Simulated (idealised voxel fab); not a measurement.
process module | voxel local oxidation
Square cells of 5 nm make up the cross-section cut, whose width is 295 nm.
Format of a cross-section: grid, square cells. Given as bands. Order: top down. Band: one or more rows of cells. Basically the band line says how high the top is and how high the bottom is, in nm, and then what's in it from left to right, every material with its width in nm. Empty space shows up as "blank", and if a single material carries "all across" it runs the full band edge to edge. Height datum 0, below which the as-received substrate wafer is one material. Lowest band open at the bottom, running downward: "0 and below". Note: "30 to 40" means the width goes from the first number (top row of the band) to the second number (bottom row) in equal steps per row of cells. Any step labelled "remained the same" changed none of the cells in the cross-section. "Encapsulated voids" means: voids of 8 cells or more that are shut off from the top with no open way through. Written width x height at distance, distance from the left edge, in nm. That trailing text on a step's line, after the settings, is the simulator's own remark on the step. overlay nm, on a step with a mask: how far to the right of its planned place the mask lay; to the left if negative.
Planned step list for the process
1: RECEIVE: material Si
2: CONFORMAL_DEP: material SiO2, thk nm 5
3: CONFORMAL_DEP: material SiN, thk nm 15
4: PATTERN: tone cover, mask id ACTIVE, material resist, width nm 125, thk nm 15, overlay nm 0
5: DIRECTIONAL_ETCH: etch materials SiN, depth nm 15
6: STRIP: etch materials resist
7: SELECTIVE_ETCH: etch materials SiO2, depth nm 5
8: OXIDIZE: depth nm 15
9: STRIP: etch materials SiN
Cross-sectional view of the wafer in its as-received condition, corresponding to the state after step 1
	0 and below = Si all across
	Encapsulated voids: none
Cross-section, end of module. Start: as above. Plan: as above. Execution: one mistake
	5 down to 0 = SiO2 80; blank 135; SiO2 80
	0 down to -15 = Si 65; SiO2 165; Si 65
	-15 and below = Si all across
	Encapsulated voids: none
Error vs. plan: step 4: run off-plan, actual operation and settings PATTERN: tone open, mask id ACTIVE, material resist, width nm 125, thk nm 15, overlay nm 0
